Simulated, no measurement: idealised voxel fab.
Herein follows the process module entitled voxel capacitor over wiring.
Each square cell in cross-section cut measures 5 nm, and the section as a whole is 190 nm wide.
Format of a cross-section: grid, square cells. Given as bands. Order: top down. Band: one or more rows of cells. A band entry consists of two parts. The first gives the height of the band's top and the height of its bottom, in nm. The rest lists the band's materials from left to right, each with its width in nm. A single material labelled with the word "edge to edge" fills the band from edge to edge, and the word "empty" marks empty space. Heights from 0 (as-received wafer is one material below). Bottom band endless downward, as "z 0 and below". Read "30->40" as a graded width: first number on top, second number at the bottom, same change between each pair of neighbouring rows. "remained unchanged" (step): cross-section cells unchanged, all of them. Empty spaces counting at least 8 cells and having no open way to the top are listed in "Unvented voids". The notation width x height at distance is used for each, the distance being from the left edge and all three values in nm. If you see something after the settings on a step's line, that's the simulator's own remark about that step. "overlay nm" on a masked step: distance the mask lay right of its planned place, negative for left.
LIST OF PLANNED PROCESS STEPS
1,RECEIVE,material Si
2,CONFORMAL_DEP,material SiO2,thk nm 15
3,DIRECTIONAL_DEP,material TiN,thk nm 5
4,DIRECTIONAL_DEP,material Ru,thk nm 20
5,PATTERN,tone cover,mask id METAL_1,material resist,width nm 25,pitch nm 95,thk nm 20,overlay nm 0
6,DIRECTIONAL_ETCH,etch materials Ru,depth nm 20
7,DIRECTIONAL_ETCH,etch materials TiN,depth nm 5
8,STRIP,etch materials resist
9,CONFORMAL_DEP,material SiN,thk nm 5
10,FILL_DEP,material SiO2,thk nm 5
11,CMP,height nm 40
12,CONFORMAL_DEP,material SiCN,thk nm 5
13,DIRECTIONAL_DEP,material SiO2,thk nm 15
14,DIRECTIONAL_DEP,material aC,thk nm 15
15,PATTERN,tone open,mask id PLUG_1,material resist,width nm 15,thk nm 30,overlay nm 0
16,DIRECTIONAL_ETCH,etch materials aC,depth nm 15
17,STRIP,etch materials resist
18,DIRECTIONAL_ETCH,etch materials SiO2,depth nm 15
19,DIRECTIONAL_ETCH,etch materials SiCN,depth nm 5
20,STRIP,etch materials aC
21,CONFORMAL_DEP,material TiN,thk nm 5
22,FILL_DEP,material W,thk nm 5
23,CMP,height nm 60
24,DIRECTIONAL_DEP,material TiN,thk nm 10
25,DIRECTIONAL_DEP,material HfO2,thk nm 5
26,DIRECTIONAL_DEP,material TiN,thk nm 10
27,PATTERN,tone cover,mask id UPPER_PLATE,material resist,width nm 75,thk nm 15,overlay nm 0
28,DIRECTIONAL_ETCH,etch materials TiN,depth nm 10
29,DIRECTIONAL_ETCH,etch materials HfO2,depth nm 5
30,STRIP,etch materials resist
31,PATTERN,tone cover,mask id LOWER_PLATE,material resist,width nm 85,thk nm 15,overlay nm 0
32,DIRECTIONAL_ETCH,etch materials TiN,depth nm 10
33,STRIP,etch materials resist
34,FILL_DEP,material SiO2,thk nm 20
35,CMP,height nm 100
36,DIRECTIONAL_DEP,material aC,thk nm 15
37,PATTERN,tone open,mask id PLUG_2,material resist,width nm 15,thk nm 30,overlay nm 0
38,DIRECTIONAL_ETCH,etch materials aC,depth nm 15
39,STRIP,etch materials resist
40,DIRECTIONAL_ETCH,etch materials SiO2,depth nm 15
41,STRIP,etch materials aC
42,CONFORMAL_DEP,material TiN,thk nm 5
43,FILL_DEP,material Cu,thk nm 10
44,CMP,height nm 100
45,CONFORMAL_DEP,material SiCN,thk nm 5
CROSS-SECTIONAL VIEW OF THE WAFER IN ITS AS-RECEIVED CONDITION, CORRESPONDING TO THE STATE AFTER STEP 1
> z 0 and below  Si edge to edge
> Unvented voids: none
CROSS-SECTION, FIRST OF TWO WAFERS, END OF MODULE, RUN AS PLANNED
> z 105 to 100  SiCN edge to edge
> z 100 to 90  SiO2: 55  TiN: 5  Cu: 5  TiN: 5  SiO2: 120
> z 90 to 85  SiO2: 55  TiN: 15  SiO2: 120
> z 85 to 75  SiO2: 45  TiN: 75  SiO2: 70
> z 75 to 70  SiO2: 45  HfO2: 75  SiO2: 70
> z 70 to 60  SiO2: 40  TiN: 85  SiO2: 65
> z 60 to 45  SiO2: 45  TiN: 5  W: 5  TiN: 5  SiO2: 130
> z 45 to 40  SiCN: 45  TiN: 15  SiCN: 130
> z 40 to 20  SiO2: 30  SiN: 5  Ru: 25  SiN: 5  SiO2: 60  SiN: 5  Ru: 25  SiN: 5  SiO2: 30
> z 20 to 15  SiN: 35  TiN: 25  SiN: 70  TiN: 25  SiN: 35
> z 15 to 0  SiO2 edge to edge
> z 0 and below  Si edge to edge
> Unvented voids: none
WHAT THE SECOND WAFER LOOKS LIKE IN CROSS-SECTION ONCE THE MODULE IS DONE. ITS START AND ITS PLAN MATCHED THE FIRST WAFER'S EXACTLY; WHAT DIFFERED WAS ONE MISTAKE IN HOW IT WAS RUN
> z 105 to 100  SiCN edge to edge
> z 100 to 90  SiO2: 55  TiN: 5  Cu: 5  TiN: 5  SiO2: 120
> z 90 to 85  SiO2: 55  TiN: 15  SiO2: 120
> z 85 to 75  SiO2: 45  TiN: 75  SiO2: 70
> z 75 to 70  SiO2: 45  HfO2: 75  SiO2: 70
> z 70 to 60  SiO2: 40  TiN: 85  SiO2: 65
> z 60 to 45  SiO2: 45  TiN: 5  W: 5  TiN: 5  SiO2: 130
> z 45 to 40  SiCN: 45  TiN: 15  SiCN: 130
> z 40 to 35  SiO2 edge to edge
> z 35 to 30  SiO2: 30  SiN: 35  SiO2: 60  SiN: 35  SiO2: 30
> z 30 to 10  SiO2: 30  SiN: 5  Ru: 25  SiN: 5  SiO2: 60  SiN: 5  Ru: 25  SiN: 5  SiO2: 30
> z 10 to 5  SiN: 35  TiN: 25  SiN: 70  TiN: 25  SiN: 35
> z 5 to 0  SiO2 edge to edge
> z 0 and below  Si edge to edge
> Unvented voids: none
Here's what went sideways: contrary to plan, step 2 was performed as CONFORMAL_DEP,material SiO2,thk nm 5
Final cells, second wafer relative to first, materials higher or lower: SiN +14; SiO2 -14
